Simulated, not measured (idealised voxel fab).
Module name: voxel spacer lines (process module)
Xsec cut, 165 nm wide, square cell size 5 nm.
A cross-section in this document is a grid of square cells, and it is written down as bands, the top band listed before the ones below it; a band is made up of one or more rows of cells.
Heights first: top, then bottom, in nm. Then materials, left to right, each with a width in nm. "everywhere" on a single material: fills the band edge to edge. "blank": empty space.
Heights are reckoned from 0. Under this level, the received wafer is all of one material. The bottommost band is open-ended downward, for example "0 -> down".
The expression "30 to 40" gives the width at the extremes of the band, the first number at its top row of cells and the second at its bottom row, with the width changing by equal amounts from each row to the next in between.
Where a step carries "nothing altered", the cross-section came out of it unchanged, cell for cell.
The entry titled "Closed void entries" provides the empty spaces that have no open way to the top, restricted to those of 8 cells or more. Each is presented as width x height at distance, the distance being measured from the left edge, with all three in nm.
It should be noted that, on the line of a given step, the content following the step's settings is a remark produced by the simulator itself with respect to that step.
The line of a step may include "overlay nm". On a step with a mask, this value is how far to the right of its planned place the mask lay. A negative value means the mask lay to the left.

Set out below are the planned steps of the process:
1,RECEIVE (material Si)
2,CONFORMAL_DEP (material Al2O3; thk nm 5)
3,DIRECTIONAL_DEP (material polySi; thk nm 15)
4,DIRECTIONAL_DEP (material aC; thk nm 25)
5,PATTERN (tone cover; mask id MANDREL; material resist; width nm 20; pitch nm 60; thk nm 30; overlay nm 0)
6,DIRECTIONAL_ETCH (etch materials aC; depth nm 25)
7,STRIP (etch materials resist)
8,CONFORMAL_DEP (material SiO2; thk nm 10)
9,DIRECTIONAL_ETCH (etch materials SiO2; depth nm 10)
10,STRIP (etch materials aC)
11,DIRECTIONAL_ETCH (etch materials polySi; depth nm 15)
12,STRIP (etch materials SiO2)

Cross-section of the wafer at receipt, which is the condition after step 1:
0 -> down  Si everywhere
Closed void entries: none

Module complete, cross-section. Starting point and plan per above. One mistake made in running the module:
20 -> 5  blank 25  polySi 10  blank 30  polySi 10  blank 10  polySi 10  blank 30  polySi 10  blank 30
5 -> 0  Al2O3 everywhere
0 -> down  Si everywhere
Closed void entries: none
Misprocessing identified: step 5 changed vs plan, executed as PATTERN (tone cover; mask id MANDREL; material resist; width nm 30; pitch nm 60; thk nm 30; overlay nm 0)
